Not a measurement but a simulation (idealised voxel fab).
The document below concerns the process module designated voxel capacitor over wiring.
Pictured: cross-section cut, 190 nm wide, on a grid of 5 nm square cells.
Cross-section = grid of square cells, listed top down in bands; band = one or more rows. It is stipulated that each band's entry specify, in nanometres, the height of the top of the band and then that of its bottom, followed by the materials of the band in left-to-right sequence, each together with its width in nanometres. A single material marked by the word "all across" is understood to fill the band from edge to edge; the word "air" is understood to denote empty space. Height reference: 0 = level under which incoming wafer is all one material. Lowest band: no bottom, runs on downward, e.g. "0..down". A width such as "30->40" changes by the same amount from each row of cells to the next, from the band's top row to its bottom row. Where the words "nothing was modified" appear for a step, the cross-section shows no cell changed by that step; every cell remained as before. Each empty space that has no open way to the top and spans at least 8 cells appears under "Enclosed void entries" as width x height at distance, the distance counted from the left edge, all in nm. Read whatever lies past the settings on a step's line as the simulator's own remark about the step. overlay nm: for a step with a mask, the amount by which the mask lay right of where it was planned; a negative amount means left of it. So the way this works: pairs, before and after one process step. The after picture only goes down to the lowest band that actually changed, nothing below. Step and its settings are under each pair. And watch out, pairs might come from different runs of this module, same starting wafer though, so a pair only follows on from the one above if its "Pre-step section" entry tells you so.

PRE-STEP SECTION
> 0..down | Si all across
> Enclosed void entries: none

RESULTANT CROSS-SECTION
> 10..0 | SiO2 all across
> Everything below 0 is unchanged.
> Enclosed void entries: none
Which step turns the before cross-section above into the after cross-section? CONFORMAL_DEP [material SiO2] [thk nm 10]

Pre-step section: after-state, pair directly above.

RESULTANT CROSS-SECTION
> 15..10 | TiN all across
> Everything below 10 is unchanged.
> Enclosed void entries: none
Which step turns the before cross-section above into the after cross-section? DIRECTIONAL_DEP [material TiN] [thk nm 5]

Pre-step section: after-state, pair directly above.

RESULTANT CROSS-SECTION
> 40..15 | W all across
> Everything below 15 is unchanged.
> Enclosed void entries: none
Which step turns the before cross-section above into the after cross-section? DIRECTIONAL_DEP [material W] [thk nm 25]

Pre-step section: after-state, pair directly above.

RESULTANT CROSS-SECTION
> 50..40 | aC all across
> Everything below 40 is unchanged.
> Enclosed void entries: none
Which step turns the before cross-section above into the after cross-section? DIRECTIONAL_DEP [material aC] [thk nm 10]

Pre-step section: after-state, pair directly above.

RESULTANT CROSS-SECTION
> 80..50 | air (45)  resist (20)  air (55)  resist (20)  air (50)
> Everything below 50 is unchanged.
> Enclosed void entries: none
Which step turns the before cross-section above into the after cross-section? PATTERN [tone cover] [mask id METAL_1] [material resist] [width nm 20] [pitch nm 75] [thk nm 30] [overlay nm 0]

Pre-step section: after-state, pair directly above.

RESULTANT CROSS-SECTION
> 70..50 | air (45)  resist (20)  air (55)  resist (20)  air (50)
> 50..40 | air (45)  aC (20)  air (55)  aC (20)  air (50)
> Everything below 40 is unchanged.
> Enclosed void entries: none
Which step turns the before cross-section above into the after cross-section? DIRECTIONAL_ETCH [etch materials aC] [depth nm 10]

Pre-step section: after-state, pair directly above.

RESULTANT CROSS-SECTION
> 50..40 | air (45)  aC (20)  air (55)  aC (20)  air (50)
> Everything below 40 is unchanged.
> Enclosed void entries: none
Which step turns the before cross-section above into the after cross-section? STRIP [etch materials resist]

Pre-step section: after-state, pair directly above.

RESULTANT CROSS-SECTION
> 50..40 | air (45)  aC (20)  air (55)  aC (20)  air (50)
> 40..15 | air (45)  W (20)  air (55)  W (20)  air (50)
> Everything below 15 is unchanged.
> Enclosed void entries: none
Which step turns the before cross-section above into the after cross-section? DIRECTIONAL_ETCH [etch materials W] [depth nm 25]

Pre-step section: after-state, pair directly above.

RESULTANT CROSS-SECTION
> 50..40 | air (45)  aC (20)  air (55)  aC (20)  air (50)
> 40..15 | air (45)  W (20)  air (55)  W (20)  air (50)
> 15..10 | air (45)  TiN (20)  air (55)  TiN (20)  air (50)
> Everything below 10 is unchanged.
> Enclosed void entries: none
Which step turns the before cross-section above into the after cross-section? DIRECTIONAL_ETCH [etch materials TiN] [depth nm 5]

Pre-step section: after-state, pair directly above.

RESULTANT CROSS-SECTION
> 40..15 | air (45)  W (20)  air (55)  W (20)  air (50)
> Everything below 15 is unchanged.
> Enclosed void entries: none
Which step turns the before cross-section above into the after cross-section? STRIP [etch materials aC]

Pre-step section: after-state, pair directly above.

RESULTANT CROSS-SECTION
> 50..40 | lowk all across
> 40..15 | lowk (45)  W (20)  lowk (55)  W (20)  lowk (50)
> 15..10 | lowk (45)  TiN (20)  lowk (55)  TiN (20)  lowk (50)
> Everything below 10 is unchanged.
> Enclosed void entries: none
Which step turns the before cross-section above into the after cross-section? FILL_DEP [material lowk] [thk nm 10]

Pre-step section: after-state, pair directly above.

RESULTANT CROSS-SECTION
> 40..15 | lowk (45)  W (20)  lowk (55)  W (20)  lowk (50)
> Everything below 15 is unchanged.
> Enclosed void entries: none
Which step turns the before cross-section above into the after cross-section? CMP [height nm 40]

Pre-step section: after-state, pair directly above.

RESULTANT CROSS-SECTION
> 45..40 | SiCN all across
> Everything below 40 is unchanged.
> Enclosed void entries: none
Which step turns the before cross-section above into the after cross-section? CONFORMAL_DEP [material SiCN] [thk nm 5]

Pre-step section: after-state, pair directly above.

RESULTANT CROSS-SECTION
> 60..45 | lowk all across
> Everything below 45 is unchanged.
> Enclosed void entries: none
Which step turns the before cross-section above into the after cross-section? DIRECTIONAL_DEP [material lowk] [thk nm 15]

Pre-step section: after-state, pair directly above.

RESULTANT CROSS-SECTION
> 60..45 | lowk (50)  air (15)  lowk (125)
> Everything below 45 is unchanged.
> Enclosed void entries: none
Which step turns the before cross-section above into the after cross-section? MASKED_ETCH [tone open] [mask id PLUG_1] [width nm 15] [etch materials lowk] [depth nm 15] [overlay nm 0]

Pre-step section: after-state, pair directly above.

RESULTANT CROSS-SECTION
> 60..45 | lowk (50)  air (15)  lowk (125)
> 45..40 | SiCN (50)  air (15)  SiCN (125)
> Everything below 40 is unchanged.
> Enclosed void entries: none
Which step turns the before cross-section above into the after cross-section? MASKED_ETCH [tone open] [mask id PLUG_1] [width nm 15] [etch materials SiCN] [depth nm 5] [overlay nm 0]

Pre-step section: after-state, pair directly above.

RESULTANT CROSS-SECTION
> 65..60 | TiN (55)  air (5)  TiN (130)
> 60..45 | lowk (50)  TiN (5)  air (5)  TiN (5)  lowk (125)
> 45..40 | SiCN (50)  TiN (15)  SiCN (125)
> Everything below 40 is unchanged.
> Enclosed void entries: none
Which step turns the before cross-section above into the after cross-section? CONFORMAL_DEP [material TiN] [thk nm 5]

Pre-step section: after-state, pair directly above.

RESULTANT CROSS-SECTION
> 70..65 | Cu all across
> 65..60 | TiN (55)  Cu (5)  TiN (130)
> 60..45 | lowk (50)  TiN (5)  Cu (5)  TiN (5)  lowk (125)
> Everything below 45 is unchanged.
> Enclosed void entries: none
Which step turns the before cross-section above into the after cross-section? FILL_DEP [material Cu] [thk nm 5]

Pre-step section: after-state, pair directly above.

RESULTANT CROSS-SECTION
> 60..45 | lowk (50)  TiN (5)  Cu (5)  TiN (5)  lowk (125)
> Everything below 45 is unchanged.
> Enclosed void entries: none
Which step turns the before cross-section above into the after cross-section? CMP [height nm 60]

Pre-step section: after-state, pair directly above.

RESULTANT CROSS-SECTION
> 70..60 | TiN all across
> Everything below 60 is unchanged.
> Enclosed void entries: none
Which step turns the before cross-section above into the after cross-section? DIRECTIONAL_DEP [material TiN] [thk nm 10]

Pre-step section: after-state, pair directly above.

RESULTANT CROSS-SECTION
> 75..70 | SiN all across
> Everything below 70 is unchanged.
> Enclosed void entries: none
Which step turns the before cross-section above into the after cross-section? DIRECTIONAL_DEP [material SiN] [thk nm 5]

Pre-step section: after-state, pair directly above.

RESULTANT CROSS-SECTION
> 85..75 | TiN all across
> Everything below 75 is unchanged.
> Enclosed void entries: none
Which step turns the before cross-section above into the after cross-section? DIRECTIONAL_DEP [material TiN] [thk nm 10]

Pre-step section: after-state, pair directly above.

RESULTANT CROSS-SECTION
> 100..85 | air (50)  resist (60)  air (80)
> Everything below 85 is unchanged.
> Enclosed void entries: none
Which step turns the before cross-section above into the after cross-section? PATTERN [tone cover] [mask id UPPER_PLATE] [material resist] [width nm 60] [thk nm 15] [overlay nm 0]

Pre-step section: after-state, pair directly above.

RESULTANT CROSS-SECTION
> 100..85 | air (50)  resist (60)  air (80)
> 85..75 | air (50)  TiN (60)  air (80)
> Everything below 75 is unchanged.
> Enclosed void entries: none
Which step turns the before cross-section above into the after cross-section? DIRECTIONAL_ETCH [etch materials TiN] [depth nm 10]

Pre-step section: after-state, pair directly above.

RESULTANT CROSS-SECTION
> 100..85 | air (50)  resist (60)  air (80)
> 85..75 | air (50)  TiN (60)  air (80)
> 75..70 | air (50)  SiN (60)  air (80)
> Everything below 70 is unchanged.
> Enclosed void entries: none
Which step turns the before cross-section above into the after cross-section? DIRECTIONAL_ETCH [etch materials SiN] [depth nm 5]

Pre-step section: after-state, pair directly above.

RESULTANT CROSS-SECTION
> 85..75 | air (50)  TiN (60)  air (80)
> Everything below 75 is unchanged.
> Enclosed void entries: none
Which step turns the before cross-section above into the after cross-section? STRIP [etch materials resist]

Pre-step section: after-state, pair directly above.

RESULTANT CROSS-SECTION
> 100..85 | air (45)  resist (70)  air (75)
> 85..75 | air (45)  resist (5)  TiN (60)  resist (5)  air (75)
> 75..70 | air (45)  resist (5)  SiN (60)  resist (5)  air (75)
> Everything below 70 is unchanged.
> Enclosed void entries: none
Which step turns the before cross-section above into the after cross-section? PATTERN [tone cover] [mask id LOWER_PLATE] [material resist] [width nm 70] [thk nm 15] [overlay nm 0]

Pre-step section: after-state, pair directly above.

RESULTANT CROSS-SECTION
> 100..85 | air (45)  resist (70)  air (75)
> 85..75 | air (45)  resist (5)  TiN (60)  resist (5)  air (75)
> 75..70 | air (45)  resist (5)  SiN (60)  resist (5)  air (75)
> 70..60 | air (45)  TiN (70)  air (75)
> Everything below 60 is unchanged.
> Enclosed void entries: none
Which step turns the before cross-section above into the after cross-section? DIRECTIONAL_ETCH [etch materials TiN] [depth nm 10]

Pre-step section: after-state, pair directly above.

RESULTANT CROSS-SECTION
> 85..75 | air (50)  TiN (60)  air (80)
> 75..70 | air (50)  SiN (60)  air (80)
> Everything below 70 is unchanged.
> Enclosed void entries: none
Which step turns the before cross-section above into the after cross-section? STRIP [etch materials resist]

Pre-step section: after-state, pair directly above.

RESULTANT CROSS-SECTION
> 105..85 | SiO2 all across
> 85..75 | SiO2 (50)  TiN (60)  SiO2 (80)
> 75..70 | SiO2 (50)  SiN (60)  SiO2 (80)
> 70..60 | SiO2 (45)  TiN (70)  SiO2 (75)
> Everything below 60 is unchanged.
> Enclosed void entries: none
Which step turns the before cross-section above into the after cross-section? FILL_DEP [material SiO2] [thk nm 20]

Pre-step section: after-state, pair directly above.

RESULTANT CROSS-SECTION
> 100..85 | SiO2 all across
> Everything below 85 is unchanged.
> Enclosed void entries: none
Which step turns the before cross-section above into the after cross-section? CMP [height nm 100]

Pre-step section: after-state, pair directly above.

RESULTANT CROSS-SECTION
> 100..85 | SiO2 (60)  air (15)  SiO2 (115)
> Everything below 85 is unchanged.
> Enclosed void entries: none
Which step turns the before cross-section above into the after cross-section? MASKED_ETCH [tone open] [mask id PLUG_2] [width nm 15] [etch materials SiO2] [depth nm 15] [overlay nm 0]

Pre-step section: after-state, pair directly above.

RESULTANT CROSS-SECTION
> 105..100 | TiN (65)  air (5)  TiN (120)
> 100..90 | SiO2 (60)  TiN (5)  air (5)  TiN (5)  SiO2 (115)
> 90..85 | SiO2 (60)  TiN (15)  SiO2 (115)
> Everything below 85 is unchanged.
> Enclosed void entries: none
Which step turns the before cross-section above into the after cross-section? CONFORMAL_DEP [material TiN] [thk nm 5]

Pre-step section: after-state, pair directly above.

RESULTANT CROSS-SECTION
> 115..105 | Cu all across
> 105..100 | TiN (65)  Cu (5)  TiN (120)
> 100..90 | SiO2 (60)  TiN (5)  Cu (5)  TiN (5)  SiO2 (115)
> Everything below 90 is unchanged.
> Enclosed void entries: none
Which step turns the before cross-section above into the after cross-section? FILL_DEP [material Cu] [thk nm 10]

Pre-step section: after-state, pair directly above.

RESULTANT CROSS-SECTION
> 100..90 | SiO2 (60)  TiN (5)  Cu (5)  TiN (5)  SiO2 (115)
> Everything below 90 is unchanged.
> Enclosed void entries: none
Which step turns the before cross-section above into the after cross-section? CMP [height nm 100]

Pre-step section: after-state, pair directly above.

RESULTANT CROSS-SECTION
> 105..100 | SiCN all across
> Everything below 100 is unchanged.
> Enclosed void entries: none
Which step turns the before cross-section above into the after cross-section? CONFORMAL_DEP [material SiCN] [thk nm 5]

PRE-STEP SECTION
> 0..down | Si all across
> Enclosed void entries: none

RESULTANT CROSS-SECTION
> 5..0 | TiN all across
> Everything below 0 is unchanged.
> Enclosed void entries: none
Which step turns the before cross-section above into the after cross-section? DIRECTIONAL_DEP [material TiN] [thk nm 5]

Pre-step section: after-state, pair directly above.

RESULTANT CROSS-SECTION
> 30..5 | W all across
> Everything below 5 is unchanged.
> Enclosed void entries: none
Which step turns the before cross-section above into the after cross-section? DIRECTIONAL_DEP [material W] [thk nm 25]

Pre-step section: after-state, pair directly above.

RESULTANT CROSS-SECTION
> 40..30 | aC all across
> Everything below 30 is unchanged.
> Enclosed void entries: none
Which step turns the before cross-section above into the after cross-section? DIRECTIONAL_DEP [material aC] [thk nm 10]

Pre-step section: after-state, pair directly above.

RESULTANT CROSS-SECTION
> 70..40 | air (45)  resist (20)  air (55)  resist (20)  air (50)
> Everything below 40 is unchanged.
> Enclosed void entries: none
Which step turns the before cross-section above into the after cross-section? PATTERN [tone cover] [mask id METAL_1] [material resist] [width nm 20] [pitch nm 75] [thk nm 30] [overlay nm 0]

Pre-step section: after-state, pair directly above.

RESULTANT CROSS-SECTION
> 60..40 | air (45)  resist (20)  air (55)  resist (20)  air (50)
> 40..30 | air (45)  aC (20)  air (55)  aC (20)  air (50)
> Everything below 30 is unchanged.
> Enclosed void entries: none
Which step turns the before cross-section above into the after cross-section? DIRECTIONAL_ETCH [etch materials aC] [depth nm 10]

Pre-step section: after-state, pair directly above.

RESULTANT CROSS-SECTION
> 40..30 | air (45)  aC (20)  air (55)  aC (20)  air (50)
> Everything below 30 is unchanged.
> Enclosed void entries: none
Which step turns the before cross-section above into the after cross-section? STRIP [etch materials resist]

Pre-step section: after-state, pair directly above.

RESULTANT CROSS-SECTION
> 40..30 | air (45)  aC (20)  air (55)  aC (20)  air (50)
> 30..5 | air (45)  W (20)  air (55)  W (20)  air (50)
> Everything below 5 is unchanged.
> Enclosed void entries: none
Which step turns the before cross-section above into the after cross-section? DIRECTIONAL_ETCH [etch materials W] [depth nm 25]

Pre-step section: after-state, pair directly above.

RESULTANT CROSS-SECTION
> 40..30 | air (45)  aC (20)  air (55)  aC (20)  air (50)
> 30..5 | air (45)  W (20)  air (55)  W (20)  air (50)
> 5..0 | air (45)  TiN (20)  air (55)  TiN (20)  air (50)
> Everything below 0 is unchanged.
> Enclosed void entries: none
Which step turns the before cross-section above into the after cross-section? DIRECTIONAL_ETCH [etch materials TiN] [depth nm 5]

Pre-step section: after-state, pair directly above.

RESULTANT CROSS-SECTION
> 30..5 | air (45)  W (20)  air (55)  W (20)  air (50)
> Everything below 5 is unchanged.
> Enclosed void entries: none
Which step turns the before cross-section above into the after cross-section? STRIP [etch materials aC]

Pre-step section: after-state, pair directly above.

RESULTANT CROSS-SECTION
> 40..30 | lowk all across
> 30..5 | lowk (45)  W (20)  lowk (55)  W (20)  lowk (50)
> 5..0 | lowk (45)  TiN (20)  lowk (55)  TiN (20)  lowk (50)
> Everything below 0 is unchanged.
> Enclosed void entries: none
Which step turns the before cross-section above into the after cross-section? FILL_DEP [material lowk] [thk nm 10]

Pre-step section: after-state, pair directly above.

RESULTANT CROSS-SECTION
> 45..40 | SiCN all across
> Everything below 40 is unchanged.
> Enclosed void entries: none
Which step turns the before cross-section above into the after cross-section? CONFORMAL_DEP [material SiCN] [thk nm 5]

Pre-step section: after-state, pair directly above.

RESULTANT CROSS-SECTION
> 60..45 | lowk all across
> Everything below 45 is unchanged.
> Enclosed void entries: none
Which step turns the before cross-section above into the after cross-section? DIRECTIONAL_DEP [material lowk] [thk nm 15]

Pre-step section: after-state, pair directly above.

RESULTANT CROSS-SECTION
> 60..45 | lowk (50)  air (15)  lowk (125)
> Everything below 45 is unchanged.
> Enclosed void entries: none
Which step turns the before cross-section above into the after cross-section? MASKED_ETCH [tone open] [mask id PLUG_1] [width nm 15] [etch materials lowk] [depth nm 15] [overlay nm 0]

Pre-step section: after-state, pair directly above.

RESULTANT CROSS-SECTION
> 60..45 | lowk (50)  air (15)  lowk (125)
> 45..40 | SiCN (50)  air (15)  SiCN (125)
> Everything below 40 is unchanged.
> Enclosed void entries: none
Which step turns the before cross-section above into the after cross-section? MASKED_ETCH [tone open] [mask id PLUG_1] [width nm 15] [etch materials SiCN] [depth nm 5] [overlay nm 0]

Pre-step section: after-state, pair directly above.

RESULTANT CROSS-SECTION
> 65..60 | TiN (55)  air (5)  TiN (130)
> 60..45 | lowk (50)  TiN (5)  air (5)  TiN (5)  lowk (125)
> 45..40 | SiCN (50)  TiN (15)  SiCN (125)
> Everything below 40 is unchanged.
> Enclosed void entries: none
Which step turns the before cross-section above into the after cross-section? CONFORMAL_DEP [material TiN] [thk nm 5]

Pre-step section: after-state, pair directly above.

RESULTANT CROSS-SECTION
> 70..65 | Cu all across
> 65..60 | TiN (55)  Cu (5)  TiN (130)
> 60..45 | lowk (50)  TiN (5)  Cu (5)  TiN (5)  lowk (125)
> Everything below 45 is unchanged.
> Enclosed void entries: none
Which step turns the before cross-section above into the after cross-section? FILL_DEP [material Cu] [thk nm 5]

Pre-step section: after-state, pair directly above.

RESULTANT CROSS-SECTION
> 60..45 | lowk (50)  TiN (5)  Cu (5)  TiN (5)  lowk (125)
> Everything below 45 is unchanged.
> Enclosed void entries: none
Which step turns the before cross-section above into the after cross-section? CMP [height nm 60]

Pre-step section: after-state, pair directly above.

RESULTANT CROSS-SECTION
> 70..60 | TiN all across
> Everything below 60 is unchanged.
> Enclosed void entries: none
Which step turns the before cross-section above into the after cross-section? DIRECTIONAL_DEP [material TiN] [thk nm 10]

Pre-step section: after-state, pair directly above.

RESULTANT CROSS-SECTION
> 75..70 | SiN all across
> Everything below 70 is unchanged.
> Enclosed void entries: none
Which step turns the before cross-section above into the after cross-section? DIRECTIONAL_DEP [material SiN] [thk nm 5]

Pre-step section: after-state, pair directly above.

RESULTANT CROSS-SECTION
> 85..75 | TiN all across
> Everything below 75 is unchanged.
> Enclosed void entries: none
Which step turns the before cross-section above into the after cross-section? DIRECTIONAL_DEP [material TiN] [thk nm 10]

Pre-step section: after-state, pair directly above.

RESULTANT CROSS-SECTION
> 100..85 | air (50)  resist (60)  air (80)
> Everything below 85 is unchanged.
> Enclosed void entries: none
Which step turns the before cross-section above into the after cross-section? PATTERN [tone cover] [mask id UPPER_PLATE] [material resist] [width nm 60] [thk nm 15] [overlay nm 0]

Pre-step section: after-state, pair directly above.

RESULTANT CROSS-SECTION
> 100..85 | air (50)  resist (60)  air (80)
> 85..75 | air (50)  TiN (60)  air (80)
> Everything below 75 is unchanged.
> Enclosed void entries: none
Which step turns the before cross-section above into the after cross-section? DIRECTIONAL_ETCH [etch materials TiN] [depth nm 10]

Pre-step section: after-state, pair directly above.

RESULTANT CROSS-SECTION
> 100..85 | air (50)  resist (60)  air (80)
> 85..75 | air (50)  TiN (60)  air (80)
> 75..70 | air (50)  SiN (60)  air (80)
> Everything below 70 is unchanged.
> Enclosed void entries: none
Which step turns the before cross-section above into the after cross-section? DIRECTIONAL_ETCH [etch materials SiN] [depth nm 5]

Pre-step section: after-state, pair directly above.

RESULTANT CROSS-SECTION
> 85..75 | air (50)  TiN (60)  air (80)
> Everything below 75 is unchanged.
> Enclosed void entries: none
Which step turns the before cross-section above into the after cross-section? STRIP [etch materials resist]

Pre-step section: after-state, pair directly above.

RESULTANT CROSS-SECTION
> 100..85 | air (45)  resist (70)  air (75)
> 85..75 | air (45)  resist (5)  TiN (60)  resist (5)  air (75)
> 75..70 | air (45)  resist (5)  SiN (60)  resist (5)  air (75)
> Everything below 70 is unchanged.
> Enclosed void entries: none
Which step turns the before cross-section above into the after cross-section? PATTERN [tone cover] [mask id LOWER_PLATE] [material resist] [width nm 70] [thk nm 15] [overlay nm 0]

Pre-step section: after-state, pair directly above.

RESULTANT CROSS-SECTION
> 100..85 | air (45)  resist (70)  air (75)
> 85..75 | air (45)  resist (5)  TiN (60)  resist (5)  air (75)
> 75..70 | air (45)  resist (5)  SiN (60)  resist (5)  air (75)
> 70..60 | air (45)  TiN (70)  air (75)
> Everything below 60 is unchanged.
> Enclosed void entries: none
Which step turns the before cross-section above into the after cross-section? DIRECTIONAL_ETCH [etch materials TiN] [depth nm 10]

Pre-step section: after-state, pair directly above.

RESULTANT CROSS-SECTION
> 85..75 | air (50)  TiN (60)  air (80)
> 75..70 | air (50)  SiN (60)  air (80)
> Everything below 70 is unchanged.
> Enclosed void entries: none
Which step turns the before cross-section above into the after cross-section? STRIP [etch materials resist]

Pre-step section: after-state, pair directly above.

RESULTANT CROSS-SECTION
> 105..85 | SiO2 all across
> 85..75 | SiO2 (50)  TiN (60)  SiO2 (80)
> 75..70 | SiO2 (50)  SiN (60)  SiO2 (80)
> 70..60 | SiO2 (45)  TiN (70)  SiO2 (75)
> Everything below 60 is unchanged.
> Enclosed void entries: none
Which step turns the before cross-section above into the after cross-section? FILL_DEP [material SiO2] [thk nm 20]

Pre-step section: after-state, pair directly above.

RESULTANT CROSS-SECTION
> 100..85 | SiO2 all across
> Everything below 85 is unchanged.
> Enclosed void entries: none
Which step turns the before cross-section above into the after cross-section? CMP [height nm 100]

Pre-step section: after-state, pair directly above.

RESULTANT CROSS-SECTION
> 100..85 | SiO2 (60)  air (15)  SiO2 (115)
> Everything below 85 is unchanged.
> Enclosed void entries: none
Which step turns the before cross-section above into the after cross-section? MASKED_ETCH [tone open] [mask id PLUG_2] [width nm 15] [etch materials SiO2] [depth nm 15] [overlay nm 0]

Pre-step section: after-state, pair directly above.

RESULTANT CROSS-SECTION
> 105..100 | TiN (65)  air (5)  TiN (120)
> 100..90 | SiO2 (60)  TiN (5)  air (5)  TiN (5)  SiO2 (115)
> 90..85 | SiO2 (60)  TiN (15)  SiO2 (115)
> Everything below 85 is unchanged.
> Enclosed void entries: none
Which step turns the before cross-section above into the after cross-section? CONFORMAL_DEP [material TiN] [thk nm 5]

Pre-step section: after-state, pair directly above.

RESULTANT CROSS-SECTION
> 115..105 | Cu all across
> 105..100 | TiN (65)  Cu (5)  TiN (120)
> 100..90 | SiO2 (60)  TiN (5)  Cu (5)  TiN (5)  SiO2 (115)
> Everything below 90 is unchanged.
> Enclosed void entries: none
Which step turns the before cross-section above into the after cross-section? FILL_DEP [material Cu] [thk nm 10]

Pre-step section: after-state, pair directly above.

RESULTANT CROSS-SECTION
> 100..90 | SiO2 (60)  TiN (5)  Cu (5)  TiN (5)  SiO2 (115)
> Everything below 90 is unchanged.
> Enclosed void entries: none
Which step turns the before cross-section above into the after cross-section? CMP [height nm 100]

Pre-step section: after-state, pair directly above.

RESULTANT CROSS-SECTION
> 105..100 | SiCN all across
> Everything below 100 is unchanged.
> Enclosed void entries: none
Which step turns the before cross-section above into the after cross-section? CONFORMAL_DEP [material SiCN] [thk nm 5]

PRE-STEP SECTION
> 40..15 | lowk (45)  W (20)  lowk (55)  W (20)  lowk (50)
> 15..10 | lowk (45)  TiN (20)  lowk (55)  TiN (20)  lowk (50)
> 10..0 | SiO2 all across
> 0..down | Si all across
> Enclosed void entries: none

RESULTANT CROSS-SECTION
> 55..40 | lowk all across
> Everything below 40 is unchanged.
> Enclosed void entries: none
Which step turns the before cross-section above into the after cross-section? DIRECTIONAL_DEP [material lowk] [thk nm 15]

Pre-step section: after-state, pair directly above.

RESULTANT CROSS-SECTION
> 60..55 | SiCN all across
> Everything below 55 is unchanged.
> Enclosed void entries: none
Which step turns the before cross-section above into the after cross-section? CONFORMAL_DEP [material SiCN] [thk nm 5]

Pre-step section: after-state, pair directly above.

RESULTANT CROSS-SECTION
> 60..55 | SiCN (50)  air (15)  SiCN (125)
> Everything below 55 is unchanged.
> Enclosed void entries: none
Which step turns the before cross-section above into the after cross-section? MASKED_ETCH [tone open] [mask id PLUG_1] [width nm 15] [etch materials SiCN] [depth nm 5] [overlay nm 0]

Pre-step section: after-state, pair directly above.

RESULTANT CROSS-SECTION
> 65..60 | TiN (55)  air (5)  TiN (130)
> 60..55 | SiCN (50)  TiN (15)  SiCN (125)
> Everything below 55 is unchanged.
> Enclosed void entries: none
Which step turns the before cross-section above into the after cross-section? CONFORMAL_DEP [material TiN] [thk nm 5]

Pre-step section: after-state, pair directly above.

RESULTANT CROSS-SECTION
> 70..65 | Cu all across
> 65..60 | TiN (55)  Cu (5)  TiN (130)
> Everything below 60 is unchanged.
> Enclosed void entries: none
Which step turns the before cross-section above into the after cross-section? FILL_DEP [material Cu] [thk nm 5]

Pre-step section: after-state, pair directly above.

RESULTANT CROSS-SECTION
> 60..55 | SiCN (50)  TiN (15)  SiCN (125)
> Everything below 55 is unchanged.
> Enclosed void entries: none
Which step turns the before cross-section above into the after cross-section? CMP [height nm 60]

Pre-step section: after-state, pair directly above.

RESULTANT CROSS-SECTION
> 70..60 | TiN all across
> Everything below 60 is unchanged.
> Enclosed void entries: none
Which step turns the before cross-section above into the after cross-section? DIRECTIONAL_DEP [material TiN] [thk nm 10]

Pre-step section: after-state, pair directly above.

RESULTANT CROSS-SECTION
> 75..70 | SiN all across
> Everything below 70 is unchanged.
> Enclosed void entries: none
Which step turns the before cross-section above into the after cross-section? DIRECTIONAL_DEP [material SiN] [thk nm 5]

Pre-step section: after-state, pair directly above.

RESULTANT CROSS-SECTION
> 85..75 | TiN all across
> Everything below 75 is unchanged.
> Enclosed void entries: none
Which step turns the before cross-section above into the after cross-section? DIRECTIONAL_DEP [material TiN] [thk nm 10]

Pre-step section: after-state, pair directly above.

RESULTANT CROSS-SECTION
> 100..85 | air (50)  resist (60)  air (80)
> Everything below 85 is unchanged.
> Enclosed void entries: none
Which step turns the before cross-section above into the after cross-section? PATTERN [tone cover] [mask id UPPER_PLATE] [material resist] [width nm 60] [thk nm 15] [overlay nm 0]

Pre-step section: after-state, pair directly above.

RESULTANT CROSS-SECTION
> 100..85 | air (50)  resist (60)  air (80)
> 85..75 | air (50)  TiN (60)  air (80)
> Everything below 75 is unchanged.
> Enclosed void entries: none
Which step turns the before cross-section above into the after cross-section? DIRECTIONAL_ETCH [etch materials TiN] [depth nm 10]

Pre-step section: after-state, pair directly above.

RESULTANT CROSS-SECTION
> 100..85 | air (50)  resist (60)  air (80)
> 85..75 | air (50)  TiN (60)  air (80)
> 75..70 | air (50)  SiN (60)  air (80)
> Everything below 70 is unchanged.
> Enclosed void entries: none
Which step turns the before cross-section above into the after cross-section? DIRECTIONAL_ETCH [etch materials SiN] [depth nm 5]

Pre-step section: after-state, pair directly above.

RESULTANT CROSS-SECTION
> 85..75 | air (50)  TiN (60)  air (80)
> Everything below 75 is unchanged.
> Enclosed void entries: none
Which step turns the before cross-section above into the after cross-section? STRIP [etch materials resist]

Pre-step section: after-state, pair directly above.

RESULTANT CROSS-SECTION
> 100..85 | air (45)  resist (70)  air (75)
> 85..75 | air (45)  resist (5)  TiN (60)  resist (5)  air (75)
> 75..70 | air (45)  resist (5)  SiN (60)  resist (5)  air (75)
> Everything below 70 is unchanged.
> Enclosed void entries: none
Which step turns the before cross-section above into the after cross-section? PATTERN [tone cover] [mask id LOWER_PLATE] [material resist] [width nm 70] [thk nm 15] [overlay nm 0]

Pre-step section: after-state, pair directly above.

RESULTANT CROSS-SECTION
> 100..85 | air (45)  resist (70)  air (75)
> 85..75 | air (45)  resist (5)  TiN (60)  resist (5)  air (75)
> 75..70 | air (45)  resist (5)  SiN (60)  resist (5)  air (75)
> 70..60 | air (45)  TiN (70)  air (75)
> Everything below 60 is unchanged.
> Enclosed void entries: none
Which step turns the before cross-section above into the after cross-section? DIRECTIONAL_ETCH [etch materials TiN] [depth nm 10]

Pre-step section: after-state, pair directly above.

RESULTANT CROSS-SECTION
> 85..75 | air (50)  TiN (60)  air (80)
> 75..70 | air (50)  SiN (60)  air (80)
> Everything below 70 is unchanged.
> Enclosed void entries: none
Which step turns the before cross-section above into the after cross-section? STRIP [etch materials resist]

Pre-step section: after-state, pair directly above.

RESULTANT CROSS-SECTION
> 105..85 | SiO2 all across
> 85..75 | SiO2 (50)  TiN (60)  SiO2 (80)
> 75..70 | SiO2 (50)  SiN (60)  SiO2 (80)
> 70..60 | SiO2 (45)  TiN (70)  SiO2 (75)
> Everything below 60 is unchanged.
> Enclosed void entries: none
Which step turns the before cross-section above into the after cross-section? FILL_DEP [material SiO2] [thk nm 20]

Pre-step section: after-state, pair directly above.

RESULTANT CROSS-SECTION
> 100..85 | SiO2 all across
> Everything below 85 is unchanged.
> Enclosed void entries: none
Which step turns the before cross-section above into the after cross-section? CMP [height nm 100]

Pre-step section: after-state, pair directly above.

RESULTANT CROSS-SECTION
> 100..85 | SiO2 (60)  air (15)  SiO2 (115)
> Everything below 85 is unchanged.
> Enclosed void entries: none
Which step turns the before cross-section above into the after cross-section? MASKED_ETCH [tone open] [mask id PLUG_2] [width nm 15] [etch materials SiO2] [depth nm 15] [overlay nm 0]

Pre-step section: after-state, pair directly above.

RESULTANT CROSS-SECTION
> 105..100 | TiN (65)  air (5)  TiN (120)
> 100..90 | SiO2 (60)  TiN (5)  air (5)  TiN (5)  SiO2 (115)
> 90..85 | SiO2 (60)  TiN (15)  SiO2 (115)
> Everything below 85 is unchanged.
> Enclosed void entries: none
Which step turns the before cross-section above into the after cross-section? CONFORMAL_DEP [material TiN] [thk nm 5]

Pre-step section: after-state, pair directly above.

RESULTANT CROSS-SECTION
> 115..105 | Cu all across
> 105..100 | TiN (65)  Cu (5)  TiN (120)
> 100..90 | SiO2 (60)  TiN (5)  Cu (5)  TiN (5)  SiO2 (115)
> Everything below 90 is unchanged.
> Enclosed void entries: none
Which step turns the before cross-section above into the after cross-section? FILL_DEP [material Cu] [thk nm 10]
